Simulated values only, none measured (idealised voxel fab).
process module | voxel local oxidation
cross-section cut | 140 nm wide | cells 5 nm
A cross-section is a grid of square cells, given in bands from the top down. A band is one or more rows of cells.
Each band's line starts with the height of the band's top and of its bottom, in nm. Then come its materials from left to right, each with its width in nm. One material with "throughout" fills the band from edge to edge. "air" is empty space.
Height 0 is the level under which the wafer as received is all one material. The lowest band goes on downwards, as in "0 down".
A width such as "30 to 40" changes by the same amount from each row of cells to the next, from the band's top row to its bottom row.
"no change" after a step means that no cell of the cross-section changed.
closed voids: empty space of 8 cells or more with no open way to the top, each as width x height at its distance from the left edge, in nm
after a step's settings: what the simulator itself notes on the step
overlay nm, on a step with a mask: how far to the right of its planned place the mask lay; to the left if negative
plan
1 op RECEIVE | material Si
2 op OXIDIZE | depth nm 5
3 op CONFORMAL_DEP | material SiN | thk nm 10
4 op PATTERN | tone cover | mask id ACTIVE | material resist | width nm 95 | thk nm 15 | overlay nm 0
5 op DIRECTIONAL_ETCH | etch materials SiN | depth nm 10
6 op STRIP | etch materials resist
7 op SELECTIVE_ETCH | etch materials SiO2 | depth nm 5
8 op OXIDIZE | depth nm 10
9 op STRIP | etch materials SiN
first wafer, as planned
as received, after step 1
  0 down: Si throughout
  closed voids: none
after step 2
  0 to -5: SiO2 throughout
  below -5: unchanged
after step 3
  10 to 0: SiN throughout
  below 0: unchanged
after step 4
  25 to 10: air 20 | resist 95 | air 25
  below 10: unchanged
after step 5
  25 to 10: air 20 | resist 95 | air 25
  10 to 0: air 20 | SiN 95 | air 25
  below 0: unchanged
after step 6
  10 to 0: air 20 | SiN 95 | air 25
  below 0: unchanged
after step 7
  10 to 0: air 20 | SiN 95 | air 25
  0 to -5: air 25 | SiO2 85 | air 30
  below -5: unchanged
after step 8
  10 to 0: air 20 | SiN 95 | air 25
  0 to -5: air 25 | SiO2 85 | air 30
  -5 to -15: SiO2 35 | Si 65 | SiO2 40
  below -15: unchanged
after step 9
  0 to -5: air 25 | SiO2 85 | air 30
  below -5: unchanged
second wafer: like start, like plan, one mistake. Through step 3 it matches the first wafer
when step 4 should have ended
  25 to 10: resist 20 | air 95 | resist 25
  below 10: unchanged
when step 5 should have ended
  25 to 10: resist 20 | air 95 | resist 25
  10 to 0: SiN 20 | air 95 | SiN 25
  below 0: unchanged
when step 6 should have ended
  10 to 0: SiN 20 | air 95 | SiN 25
  below 0: unchanged
when step 7 should have ended
  10 to 0: SiN 20 | air 95 | SiN 25
  0 to -5: SiO2 15 | air 105 | SiO2 20
  below -5: unchanged
when step 8 should have ended
  10 to 0: SiN 20 | air 95 | SiN 25
  0 to -5: SiO2 15 | air 105 | SiO2 20
  -5 to -15: Si 5 | SiO2 125 | Si 10
  below -15: unchanged
when step 9 should have ended
  0 to -5: SiO2 15 | air 105 | SiO2 20
  below -5: unchanged
what went wrong: step 4 ran as: op PATTERN | tone open | mask id ACTIVE | material resist | width nm 95 | thk nm 15 | overlay nm 0
at the end the second wafer has, in cells: 20 fewer of Si | 10 more of SiO2
